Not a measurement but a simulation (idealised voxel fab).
Documented hereafter: the process module known as voxel self aligned vias.
We display cut, a cross-section 285 nm in width whose square cells are each 5 nm.
A cross-section in this document is a grid of square cells, and it is written down as bands, the top band listed before the ones below it; a band is made up of one or more rows of cells.
A band entry consists of two parts. The first gives the height of the band's top and the height of its bottom, in nm. The rest lists the band's materials from left to right, each with its width in nm. A single material labelled with the word "edge to edge" fills the band from edge to edge, and the word "blank" marks empty space.
Heights are expressed relative to 0, this being the level below which the as-received wafer comprises one material exclusively. The lowest band is unbounded in the downward direction and is denoted as in "z 0 and below".
A width such as "30..40" changes by the same amount from each row of cells to the next, from the band's top row to its bottom row.
Step marked "remained unchanged"? Then no cell in the cross-section changed in it.
Reported under the label "Closed void inventory" are the empty spaces having no open way to the top and comprising 8 cells or more; the notation for each is width x height at distance, in which the distance is measured from the left edge and all three values are in nm.
Read whatever lies past the settings on a step's line as the simulator's own remark about the step.
A step's line can hold "overlay nm"; with a mask on that step, the setting says how far right of the planned place the mask lay, while a negative setting says it lay to the left.
### Here's what the planned process steps look like
step 1: RECEIVE with material Si
step 2: CONFORMAL_DEP with material SiO2, thk nm 15
step 3: CONFORMAL_DEP with material SiCN, thk nm 5
step 4: DIRECTIONAL_DEP with material lowk, thk nm 30
step 5: PATTERN with tone open, mask id LINES, material resist, width nm 20, pitch nm 65, thk nm 15, overlay nm 0
step 6: DIRECTIONAL_ETCH with etch materials lowk, depth nm 30
step 7: STRIP with etch materials resist
step 8: CONFORMAL_DEP with material TiN, thk nm 5
step 9: FILL_DEP with material W, thk nm 5
step 10: CMP with height nm 50
step 11: SELECTIVE_ETCH with etch materials W Ru TiN, depth nm 5
step 12: FILL_DEP with material SiN, thk nm 5
step 13: CMP with height nm 50
step 14: DIRECTIONAL_DEP with material lowk, thk nm 15
step 15: MASKED_ETCH with tone open, mask id VIAS, width nm 40, etch materials lowk, depth nm 15, overlay nm 0
step 16: MASKED_ETCH with tone open, mask id VIAS, width nm 40, etch materials SiN, depth nm 5, overlay nm 0
step 17: CONFORMAL_DEP with material TiN, thk nm 5
step 18: FILL_DEP with material Cu, thk nm 5
step 19: CMP with height nm 65
step 20: CONFORMAL_DEP with material SiN, thk nm 5
### This is the cross-section of the wafer as we received it, i.e. after step 1
	z 0 and below: Si edge to edge
	Closed void inventory: none
### The first of two wafers, cross-sectioned at the end of the module, with the run proceeding as planned
	z 70 to 65: SiN edge to edge
	z 65 to 55: lowk: 90; TiN: 5; Cu: 30; TiN: 5; lowk: 155
	z 55 to 50: lowk: 90; TiN: 15; Cu: 10; TiN: 15; lowk: 155
	z 50 to 45: lowk: 100; TiN: 20; lowk: 45; SiN: 20; lowk: 100
	z 45 to 25: lowk: 100; TiN: 5; W: 10; TiN: 5; lowk: 45; TiN: 5; W: 10; TiN: 5; lowk: 100
	z 25 to 20: lowk: 100; TiN: 20; lowk: 45; TiN: 20; lowk: 100
	z 20 to 15: SiCN edge to edge
	z 15 to 0: SiO2 edge to edge
	z 0 and below: Si edge to edge
	Closed void inventory: none
### Wafer two, sectioned after the module: the first wafer's start, the first wafer's plan, and one mistake in how it was run
	z 70 to 65: SiO2 edge to edge
	z 65 to 55: lowk: 90; TiN: 5; Cu: 30; TiN: 5; lowk: 155
	z 55 to 50: lowk: 90; TiN: 15; Cu: 10; TiN: 15; lowk: 155
	z 50 to 45: lowk: 100; TiN: 20; lowk: 45; SiN: 20; lowk: 100
	z 45 to 25: lowk: 100; TiN: 5; W: 10; TiN: 5; lowk: 45; TiN: 5; W: 10; TiN: 5; lowk: 100
	z 25 to 20: lowk: 100; TiN: 20; lowk: 45; TiN: 20; lowk: 100
	z 20 to 15: SiCN edge to edge
	z 15 to 0: SiO2 edge to edge
	z 0 and below: Si edge to edge
	Closed void inventory: none
What went wrong in running the wafer? step 20 changed vs plan, executed as CONFORMAL_DEP with material SiO2, thk nm 5
Final comparison by cell count, materials where the second wafer has more or fewer than the first: SiN -57, SiO2 +57
